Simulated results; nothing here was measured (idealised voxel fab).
process module | voxel self aligned vias
cross-section cut | 205 nm wide | cells 5 nm
A cross-section is a grid of square cells, given in bands from the top down. A band is one or more rows of cells.
Each band's line starts with the height of the band's top and of its bottom, in nm. Then come its materials from left to right, each with its width in nm. One material with "throughout" fills the band from edge to edge. "air" is empty space.
Height 0 is the level under which the wafer as received is all one material. The lowest band goes on downwards, as in "0 down".
A width such as "30 to 40" changes by the same amount from each row of cells to the next, from the band's top row to its bottom row.
"no change" after a step means that no cell of the cross-section changed.
closed voids: empty space of 8 cells or more with no open way to the top, each as width x height at its distance from the left edge, in nm
after a step's settings: what the simulator itself notes on the step
overlay nm, on a step with a mask: how far to the right of its planned place the mask lay; to the left if negative
plan
1 op RECEIVE | material Si
2 op CONFORMAL_DEP | material SiO2 | thk nm 15
3 op CONFORMAL_DEP | material SiCN | thk nm 5
4 op DIRECTIONAL_DEP | material SiO2 | thk nm 25
5 op MASKED_ETCH | tone open | mask id LINES | width nm 20 | pitch nm 70 | etch materials SiO2 | depth nm 25 | overlay nm 0
6 op CONFORMAL_DEP | material TiN | thk nm 5
7 op FILL_DEP | material W | thk nm 10
8 op CMP | height nm 45
9 op SELECTIVE_ETCH | etch materials W Ru TiN | depth nm 5
10 op FILL_DEP | material SiN | thk nm 5
11 op CMP | height nm 45
12 op DIRECTIONAL_DEP | material SiO2 | thk nm 15
13 op PATTERN | tone open | mask id VIAS | material resist | width nm 40 | thk nm 20 | overlay nm 0
14 op DIRECTIONAL_ETCH | etch materials SiO2 | depth nm 15
15 op DIRECTIONAL_ETCH | etch materials SiN | depth nm 5
16 op STRIP | etch materials resist
17 op CONFORMAL_DEP | material TiN | thk nm 5
18 op FILL_DEP | material W | thk nm 5
19 op CMP | height nm 60
20 op CONFORMAL_DEP | material SiN | thk nm 5
as received, after step 1
  0 down: Si throughout
  closed voids: none
first wafer at the end, as planned
  65 to 60: SiN throughout
  60 to 50: SiO2 45 | TiN 5 | W 30 | TiN 5 | SiO2 120
  50 to 45: SiO2 45 | TiN 15 | W 10 | TiN 15 | SiO2 120
  45 to 40: SiO2 55 | TiN 20 | SiO2 50 | SiN 20 | SiO2 60
  40 to 25: SiO2 55 | TiN 5 | W 10 | TiN 5 | SiO2 50 | TiN 5 | W 10 | TiN 5 | SiO2 60
  25 to 20: SiO2 55 | TiN 20 | SiO2 50 | TiN 20 | SiO2 60
  20 to 15: SiCN throughout
  15 to 0: SiO2 throughout
  0 down: Si throughout
  closed voids: none
second wafer at the end: like start, like plan, one mistake
  65 to 60: SiN throughout
  60 to 50: SiO2 45 | TiN 5 | W 30 | TiN 5 | SiO2 120
  50 to 45: SiO2 45 | TiN 15 | W 10 | TiN 15 | SiO2 120
  45 to 40: SiO2 55 | TiN 20 | SiO2 50 | SiN 20 | SiO2 60
  40 to 35: SiO2 55 | TiN 20 | SiO2 50 | TiN 20 | SiO2 60
  35 to 30: SiCN throughout
  30 to 0: SiO2 throughout
  0 down: Si throughout
  closed voids: none
what went wrong: step 2 was run twice
at the end the second wafer has, in cells: 24 more of SiO2 | 12 fewer of TiN | 12 fewer of W
